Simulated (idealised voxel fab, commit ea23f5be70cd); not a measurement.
voxel plated lines: a process module
The cross-section on display is named cut; it measures 235 nm wide, and its cells are 5 nm squares.
Just so we're on the same page, the cross-sections are grids of square cells, and they're listed out in bands top to bottom, each band one or more rows deep.
Within each band entry, the heights of the top and of the bottom of the band appear first, in that order and in nm; the materials of the band then follow from left to right, each with its corresponding width in nm. The designation "throughout" on a single material indicates that it fills the band from edge to edge; the designation "empty" indicates empty space.
A quick word on heights: they are counted from 0, and under that level the wafer as it came to us is one material throughout. The lowest band is different from the rest in having no bottom; it simply continues downward, written as in "top 0, no bottom".
The expression "30..40" gives the width at the extremes of the band, the first number at its top row of cells and the second at its bottom row, with the width changing by equal amounts from each row to the next in between.
You'll sometimes find "same as before" written for a step, and that's the way of saying that nowhere in the cross-section did a cell change during that step.
"Encapsulated voids" - sealed voids, min. 8 cells, no opening to top; format: width x height at distance (distance from left edge; nm throughout).
Where a step's line continues beyond its settings, the continuation is a remark by the simulator itself on that step.
"overlay nm" denotes, for a step that has a mask, the displacement of the mask to the right of its planned place, with negative values corresponding to the left.
Process steps (planned)
1,RECEIVE with material Si
2,CONFORMAL_DEP with material SiO2, thk nm 15
3,DIRECTIONAL_DEP with material TiN, thk nm 5
4,PATTERN with tone open, mask id LINES, material resist, width nm 15, pitch nm 35, thk nm 35, overlay nm 0
5,EPI with material Ru, thk nm 5
6,EPI with material Ru, thk nm 10
7,EPI with material Ru, thk nm 5
8,STRIP with etch materials resist
9,DIRECTIONAL_ETCH with etch materials TiN, depth nm 5
10,CONFORMAL_DEP with material SiN, thk nm 5
Across this set of wafers, the varied parameter is the thk nm of step 3. Starting conditions are identical for every wafer, and the plan reports the value assigned to the first wafer.
Received condition of the first of several wafers, sectioned: post-step 1
  top 0, no bottom | Si throughout
  Encapsulated voids: none
Per-wafer rows below. For each material: cells gained (+) or lost (-) since the wafer was received, as of end of module. Then: closed voids
thk nm 5; +24 Ru; +67 SiN; +141 SiO2; +6 TiN; Encapsulated voids: none
thk nm 10; +24 Ru; +67 SiN; +141 SiO2; +53 TiN; Encapsulated voids: none
thk nm 15; +24 Ru; +67 SiN; +141 SiO2; +100 TiN; Encapsulated voids: none
thk nm 20; +24 Ru; +67 SiN; +141 SiO2; +147 TiN; Encapsulated voids: none
